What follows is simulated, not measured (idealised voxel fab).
process module | voxel air gaps
cross-section cut | 280 nm wide | cells 5 nm
A cross-section is a grid of square cells, given in bands from the top down. A band is one or more rows of cells.
Each band's line starts with the height of the band's top and of its bottom, in nm. Then come its materials from left to right, each with its width in nm. One material with "throughout" fills the band from edge to edge. "air" is empty space.
Height 0 is the level under which the wafer as received is all one material. The lowest band goes on downwards, as in "0 down".
A width such as "30 to 40" changes by the same amount from each row of cells to the next, from the band's top row to its bottom row.
"no change" after a step means that no cell of the cross-section changed.
closed voids: empty space of 8 cells or more with no open way to the top, each as width x height at its distance from the left edge, in nm
after a step's settings: what the simulator itself notes on the step
overlay nm, on a step with a mask: how far to the right of its planned place the mask lay; to the left if negative
plan
1 op RECEIVE | material Si
2 op CONFORMAL_DEP | material SiO2 | thk nm 10
3 op CONFORMAL_DEP | material SiCN | thk nm 5
4 op DIRECTIONAL_DEP | material SiO2 | thk nm 35
5 op MASKED_ETCH | tone open | mask id LINES | width nm 25 | pitch nm 50 | etch materials SiO2 | depth nm 35 | overlay nm 0
6 op CONFORMAL_DEP | material TiN | thk nm 5
7 op FILL_DEP | material Cu | thk nm 10
8 op CMP | height nm 50
9 op EPI | material Ru | thk nm 10
10 op SELECTIVE_ETCH | etch materials SiO2 | depth nm 45
11 op CONFORMAL_DEP | material SiCN | thk nm 5
first wafer, as planned
as received, after step 1
  0 down: Si throughout
  closed voids: none
after step 2
  10 to 0: SiO2 throughout
  below 0: unchanged
after step 3
  15 to 10: SiCN throughout
  below 10: unchanged
after step 4
  50 to 15: SiO2 throughout
  below 15: unchanged
after step 5
  50 to 15: SiO2 50 | air 25 | SiO2 25 | air 25 | SiO2 25 | air 25 | SiO2 25 | air 25 | SiO2 55
  below 15: unchanged
after step 6
  55 to 50: TiN 55 | air 15 | TiN 35 | air 15 | TiN 35 | air 15 | TiN 35 | air 15 | TiN 60
  50 to 20: SiO2 50 | TiN 5 | air 15 | TiN 5 | SiO2 25 | TiN 5 | air 15 | TiN 5 | SiO2 25 | TiN 5 | air 15 | TiN 5 | SiO2 25 | TiN 5 | air 15 | TiN 5 | SiO2 55
  20 to 15: SiO2 50 | TiN 25 | SiO2 25 | TiN 25 | SiO2 25 | TiN 25 | SiO2 25 | TiN 25 | SiO2 55
  below 15: unchanged
after step 7
  65 to 55: Cu throughout
  55 to 50: TiN 55 | Cu 15 | TiN 35 | Cu 15 | TiN 35 | Cu 15 | TiN 35 | Cu 15 | TiN 60
  50 to 20: SiO2 50 | TiN 5 | Cu 15 | TiN 5 | SiO2 25 | TiN 5 | Cu 15 | TiN 5 | SiO2 25 | TiN 5 | Cu 15 | TiN 5 | SiO2 25 | TiN 5 | Cu 15 | TiN 5 | SiO2 55
  below 20: unchanged
after step 8
  50 to 20: SiO2 50 | TiN 5 | Cu 15 | TiN 5 | SiO2 25 | TiN 5 | Cu 15 | TiN 5 | SiO2 25 | TiN 5 | Cu 15 | TiN 5 | SiO2 25 | TiN 5 | Cu 15 | TiN 5 | SiO2 55
  below 20: unchanged
after step 9
  60 to 50: air 40 | Ru 45 | air 5 | Ru 45 | air 5 | Ru 45 | air 5 | Ru 45 | air 45
  below 50: unchanged
after step 10
  60 to 50: air 40 | Ru 45 | air 5 | Ru 45 | air 5 | Ru 45 | air 5 | Ru 45 | air 45
  50 to 20: air 50 | TiN 5 | Cu 15 | TiN 5 | air 25 | TiN 5 | Cu 15 | TiN 5 | air 25 | TiN 5 | Cu 15 | TiN 5 | air 25 | TiN 5 | Cu 15 | TiN 5 | air 55
  20 to 15: air 50 | TiN 25 | air 25 | TiN 25 | air 25 | TiN 25 | air 25 | TiN 25 | air 55
  below 15: unchanged
after step 11
  65 to 60: air 35 | SiCN 205 | air 40
  60 to 50: air 35 | SiCN 5 | Ru 45 | SiCN 5 | Ru 45 | SiCN 5 | Ru 45 | SiCN 5 | Ru 45 | SiCN 5 | air 40
  50 to 45: air 35 | SiCN 15 | TiN 5 | Cu 15 | TiN 5 | SiCN 25 | TiN 5 | Cu 15 | TiN 5 | SiCN 25 | TiN 5 | Cu 15 | TiN 5 | SiCN 25 | TiN 5 | Cu 15 | TiN 5 | SiCN 15 | air 40
  45 to 20: air 45 | SiCN 5 | TiN 5 | Cu 15 | TiN 5 | SiCN 5 | air 15 | SiCN 5 | TiN 5 | Cu 15 | TiN 5 | SiCN 5 | air 15 | SiCN 5 | TiN 5 | Cu 15 | TiN 5 | SiCN 5 | air 15 | SiCN 5 | TiN 5 | Cu 15 | TiN 5 | SiCN 5 | air 50
  20 to 15: SiCN 50 | TiN 25 | SiCN 25 | TiN 25 | SiCN 25 | TiN 25 | SiCN 25 | TiN 25 | SiCN 55
  below 15: unchanged
  closed voids: 15 x 25 at 80; 15 x 25 at 130; 15 x 25 at 180
second wafer: like start, like plan, one mistake. Through step 1 it matches the first wafer
when step 2 should have ended
  5 to 0: SiCN throughout
  below 0: unchanged
when step 3 should have ended
  15 to 5: SiO2 throughout
  below 5: unchanged
when step 4 should have ended
  50 to 5: SiO2 throughout
  below 5: unchanged
when step 5 should have ended
  50 to 15: SiO2 50 | air 25 | SiO2 25 | air 25 | SiO2 25 | air 25 | SiO2 25 | air 25 | SiO2 55
  below 15: unchanged
when step 6 should have ended
  55 to 50: TiN 55 | air 15 | TiN 35 | air 15 | TiN 35 | air 15 | TiN 35 | air 15 | TiN 60
  50 to 20: SiO2 50 | TiN 5 | air 15 | TiN 5 | SiO2 25 | TiN 5 | air 15 | TiN 5 | SiO2 25 | TiN 5 | air 15 | TiN 5 | SiO2 25 | TiN 5 | air 15 | TiN 5 | SiO2 55
  20 to 15: SiO2 50 | TiN 25 | SiO2 25 | TiN 25 | SiO2 25 | TiN 25 | SiO2 25 | TiN 25 | SiO2 55
  below 15: unchanged
when step 7 should have ended
  65 to 55: Cu throughout
  55 to 50: TiN 55 | Cu 15 | TiN 35 | Cu 15 | TiN 35 | Cu 15 | TiN 35 | Cu 15 | TiN 60
  50 to 20: SiO2 50 | TiN 5 | Cu 15 | TiN 5 | SiO2 25 | TiN 5 | Cu 15 | TiN 5 | SiO2 25 | TiN 5 | Cu 15 | TiN 5 | SiO2 25 | TiN 5 | Cu 15 | TiN 5 | SiO2 55
  below 20: unchanged
when step 8 should have ended
  50 to 20: SiO2 50 | TiN 5 | Cu 15 | TiN 5 | SiO2 25 | TiN 5 | Cu 15 | TiN 5 | SiO2 25 | TiN 5 | Cu 15 | TiN 5 | SiO2 25 | TiN 5 | Cu 15 | TiN 5 | SiO2 55
  below 20: unchanged
when step 9 should have ended
  60 to 50: air 40 | Ru 45 | air 5 | Ru 45 | air 5 | Ru 45 | air 5 | Ru 45 | air 45
  below 50: unchanged
when step 10 should have ended
  60 to 50: air 40 | Ru 45 | air 5 | Ru 45 | air 5 | Ru 45 | air 5 | Ru 45 | air 45
  50 to 20: air 50 | TiN 5 | Cu 15 | TiN 5 | air 25 | TiN 5 | Cu 15 | TiN 5 | air 25 | TiN 5 | Cu 15 | TiN 5 | air 25 | TiN 5 | Cu 15 | TiN 5 | air 55
  20 to 15: air 50 | TiN 25 | air 25 | TiN 25 | air 25 | TiN 25 | air 25 | TiN 25 | air 55
  15 to 5: air 60 | SiO2 5 | air 45 | SiO2 5 | air 45 | SiO2 5 | air 45 | SiO2 5 | air 65
  below 5: unchanged
when step 11 should have ended
  65 to 60: air 35 | SiCN 205 | air 40
  60 to 50: air 35 | SiCN 5 | Ru 45 | SiCN 5 | Ru 45 | SiCN 5 | Ru 45 | SiCN 5 | Ru 45 | SiCN 5 | air 40
  50 to 45: air 35 | SiCN 15 | TiN 5 | Cu 15 | TiN 5 | SiCN 25 | TiN 5 | Cu 15 | TiN 5 | SiCN 25 | TiN 5 | Cu 15 | TiN 5 | SiCN 25 | TiN 5 | Cu 15 | TiN 5 | SiCN 15 | air 40
  45 to 20: air 45 | SiCN 5 | TiN 5 | Cu 15 | TiN 5 | SiCN 5 | air 15 | SiCN 5 | TiN 5 | Cu 15 | TiN 5 | SiCN 5 | air 15 | SiCN 5 | TiN 5 | Cu 15 | TiN 5 | SiCN 5 | air 15 | SiCN 5 | TiN 5 | Cu 15 | TiN 5 | SiCN 5 | air 50
  20 to 15: air 45 | SiCN 5 | TiN 25 | SiCN 5 | air 15 | SiCN 5 | TiN 25 | SiCN 5 | air 15 | SiCN 5 | TiN 25 | SiCN 5 | air 15 | SiCN 5 | TiN 25 | SiCN 5 | air 50
  15 to 10: air 45 | SiCN 15 | SiO2 5 | SiCN 15 | air 15 | SiCN 15 | SiO2 5 | SiCN 15 | air 15 | SiCN 15 | SiO2 5 | SiCN 15 | air 15 | SiCN 15 | SiO2 5 | SiCN 15 | air 50
  10 to 5: SiCN 60 | SiO2 5 | SiCN 45 | SiO2 5 | SiCN 45 | SiO2 5 | SiCN 45 | SiO2 5 | SiCN 65
  below 5: unchanged
  closed voids: 15 x 35 at 80; 15 x 35 at 130; 15 x 35 at 180
what went wrong: steps 2 and 3 were swapped
at the end the second wafer has, in cells: 48 more of SiCN | 104 fewer of SiO2
